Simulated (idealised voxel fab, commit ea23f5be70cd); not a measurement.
Process module under the name voxel gate over fins
Each square cell in cross-section cut measures 5 nm, and the section as a whole is 250 nm wide.
Bands, listed from the top down, are how a cross-section gets written in this document; the cross-section itself is a grid of square cells, and a band is one or more rows of them. Top height, bottom height, nm. Materials left to right, width each, nm. Single material + "throughout" = fills band edge to edge. "empty" = empty. Where do heights start? At 0: under that level the wafer as delivered is made of one material only. And the lowest band has no floor; it just carries on downward, as in "0..down". The notation "30->40" denotes a width that varies across the rows of cells in the band, beginning at the first number in the top row, finishing at the second number in the bottom row, and changing by an identical amount from each row to the next. It should be understood that the words "left unchanged", when stated for a given step, signify that the cross-section underwent no change in any of its cells during that step. The entry titled "Entrapped voids" provides the empty spaces that have no open way to the top, restricted to those of 8 cells or more. Each is presented as width x height at distance, the distance being measured from the left edge, with all three in nm. That trailing text on a step's line, after the settings, is the simulator's own remark on the step. Regarding "overlay nm": on a step with a mask, it is the distance the mask lay to the right of its planned place; a negative value places it to the left.
[Steps in the process plan]
1. RECEIVE: material Si
2. CONFORMAL_DEP: material SiN, thk nm 5
3. MASKED_ETCH: tone cover, mask id FINS, width nm 15, pitch nm 35, etch materials SiN, depth nm 5, overlay nm 0
4. MASKED_ETCH: tone cover, mask id FINS, width nm 15, pitch nm 35, etch materials Si, depth nm 35, overlay nm 0
5. OXIDIZE: depth nm 5
6. FILL_DEP: material SiO2, thk nm 10
7. CMP: height nm 5
8. SELECTIVE_ETCH: etch materials SiO2, depth nm 15
9. STRIP: etch materials SiN
10. CONFORMAL_DEP: material HfO2, thk nm 5
11. CONFORMAL_DEP: material TiN, thk nm 5
12. CONFORMAL_DEP: material TiAl, thk nm 5
13. CONFORMAL_DEP: material TiN, thk nm 5
14. FILL_DEP: material W, thk nm 10
15. CMP: height nm 25
16. CONFORMAL_DEP: material SiN, thk nm 10
[Wafer at receipt (post step 1), cross-section]
    0..down | Si throughout
    Entrapped voids: none
[Cross-sectional view of the first of the two wafers upon completion of the module, processed in accordance with the plan]
    35..25 | SiN throughout
    25..20 | W throughout
    20..15 | W: 85, then TiN: 80, then W: 85
    15..10 | W: 85, then TiN: 5, then TiAl: 70, then TiN: 5, then W: 85
    10..5 | TiN: 90, then TiAl: 5, then TiN: 25, then TiAl: 10, then TiN: 25, then TiAl: 5, then TiN: 90
    5..0 | TiAl: 95, then TiN: 5, then HfO2: 15, then TiN: 5, then TiAl: 10, then TiN: 5, then HfO2: 15, then TiN: 5, then TiAl: 95
    0..-5 | TiN: 100, then HfO2: 5, then Si: 5, then HfO2: 5, then TiN: 20, then HfO2: 5, then Si: 5, then HfO2: 5, then TiN: 100
    -5..-10 | HfO2: 105, then Si: 5, then HfO2: 30, then Si: 5, then HfO2: 105
    -10..-40 | SiO2: 105, then Si: 5, then SiO2: 30, then Si: 5, then SiO2: 105
    -40..down | Si throughout
    Entrapped voids: none
[Here's the second of our two wafers sectioned at module end. Same start as the first, same plan, but one mistake got made running it]
    35..25 | SiN throughout
    25..20 | W throughout
    20..15 | W: 85, then TiN: 80, then W: 85
    15..10 | W: 85, then TiN: 5, then TiAl: 70, then TiN: 5, then W: 85
    10..5 | TiN: 90, then TiAl: 5, then TiN: 25, then TiAl: 10, then TiN: 25, then TiAl: 5, then TiN: 90
    5..0 | TiAl: 95, then TiN: 5, then HfO2: 15, then TiN: 5, then TiAl: 10, then TiN: 5, then HfO2: 15, then TiN: 5, then TiAl: 95
    0..-5 | TiN: 100, then HfO2: 5, then Si: 5, then HfO2: 5, then TiN: 20, then HfO2: 5, then Si: 5, then HfO2: 5, then TiN: 100
    -5..-10 | HfO2: 105, then Si: 5, then HfO2: 30, then Si: 5, then HfO2: 105
    -10..-30 | SiO2: 105, then Si: 5, then SiO2: 30, then Si: 5, then SiO2: 105
    -30..down | Si throughout
    Entrapped voids: none
What went wrong in running the wafer? step 4: run off-plan, actual operation and settings MASKED_ETCH: tone cover, mask id FINS, width nm 15, pitch nm 35, etch materials Si, depth nm 25, overlay nm 0
The final cell counts differ between the wafers, with the second having more or fewer of some materials than the first: Si +96 | SiO2 -96
